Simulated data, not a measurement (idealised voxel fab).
The document below concerns the process module designated voxel gate over fins.
295 nm wide, 5 nm square cells: that's cross-section cut.
Each cross-section below is a grid of square cells, stated as bands in top-down order, with one or more rows of cells making up each band.
This entry defines a band. It first specifies the height of the band's top and the height of its bottom in nm, and then specifies the band's materials from left to right, stating each material with its width in nm. The word "everywhere" identifies a single material that fills the band from edge to edge, while the word "empty" identifies empty space.
Measure heights from 0. That's the level where, below it, the as-received wafer is all one material. The lowest band is bottomless and extends downward; write it as in "0..down".
Think of "30->40" as a width that walks from the first number to the second as you go down the band, top row to bottom row, taking equal-sized steps from row to row.
Step note "stayed the same" = no cross-section cell changed.
Each empty space that has no open way to the top and spans at least 8 cells appears under "Enclosed void listing" as width x height at distance, the distance counted from the left edge, all in nm.
Step line, after settings: the simulator's comment on this step.
overlay nm: how far to the right of its planned place the mask lay on this masked step (negative: to the left).
Read the rest as pairs. Take the cross-section before one process step, then the cross-section after it, which shows only down to the lowest band that changed. Under the pair, find the step between them and its settings. Bear in mind that pairs may come from different runs of this module on the same starting wafer: link a pair to the pair above it only where its entry headed "Pre-step geometry" says to.

Pre-step geometry:
	10..0: 110 nm SiN | 15 nm empty | 40 nm SiN | 15 nm empty | 115 nm SiN
	0..-5: 105 nm Si | 25 nm empty | 30 nm Si | 25 nm empty | 110 nm Si
	-5..down: Si everywhere
	Enclosed void listing: none

Sectional Result:
	0..-5: 105 nm Si | 25 nm empty | 30 nm Si | 25 nm empty | 110 nm Si
	All layers under -5 are left as they were.
	Enclosed void listing: none
Between the cross-sections above, the step performed was STRIP [etch materials SiN]

Pre-step geometry: look at the pair above, its after cross-section is where this step starts.

Sectional Result:
	5..0: 110 nm HfO2 | 15 nm empty | 40 nm HfO2 | 15 nm empty | 115 nm HfO2
	0..-5: 105 nm Si | 25 nm HfO2 | 30 nm Si | 25 nm HfO2 | 110 nm Si
	All layers under -5 are left as they were.
	Enclosed void listing: none
Between the cross-sections above, the step performed was CONFORMAL_DEP [material HfO2] [thk nm 5]

Pre-step geometry: look at the pair above, its after cross-section is where this step starts.

Sectional Result:
	10..5: 115 nm TiN | 5 nm empty | 50 nm TiN | 5 nm empty | 120 nm TiN
	5..0: 110 nm HfO2 | 15 nm TiN | 40 nm HfO2 | 15 nm TiN | 115 nm HfO2
	All layers under 0 are left as they were.
	Enclosed void listing: none
Between the cross-sections above, the step performed was CONFORMAL_DEP [material TiN] [thk nm 5]

Pre-step geometry: look at the pair above, its after cross-section is where this step starts.

Sectional Result:
	20..10: W everywhere
	10..5: 115 nm TiN | 5 nm W | 50 nm TiN | 5 nm W | 120 nm TiN
	All layers under 5 are left as they were.
	Enclosed void listing: none
Between the cross-sections above, the step performed was FILL_DEP [material W] [thk nm 10]

Pre-step geometry: look at the pair above, its after cross-section is where this step starts.

Sectional Result:
	15..10: W everywhere
	All layers under 10 are left as they were.
	Enclosed void listing: none
Between the cross-sections above, the step performed was CMP [height nm 15]

Pre-step geometry: look at the pair above, its after cross-section is where this step starts.

Sectional Result:
	20..15: SiN everywhere
	All layers under 15 are left as they were.
	Enclosed void listing: none
Between the cross-sections above, the step performed was CONFORMAL_DEP [material SiN] [thk nm 5]
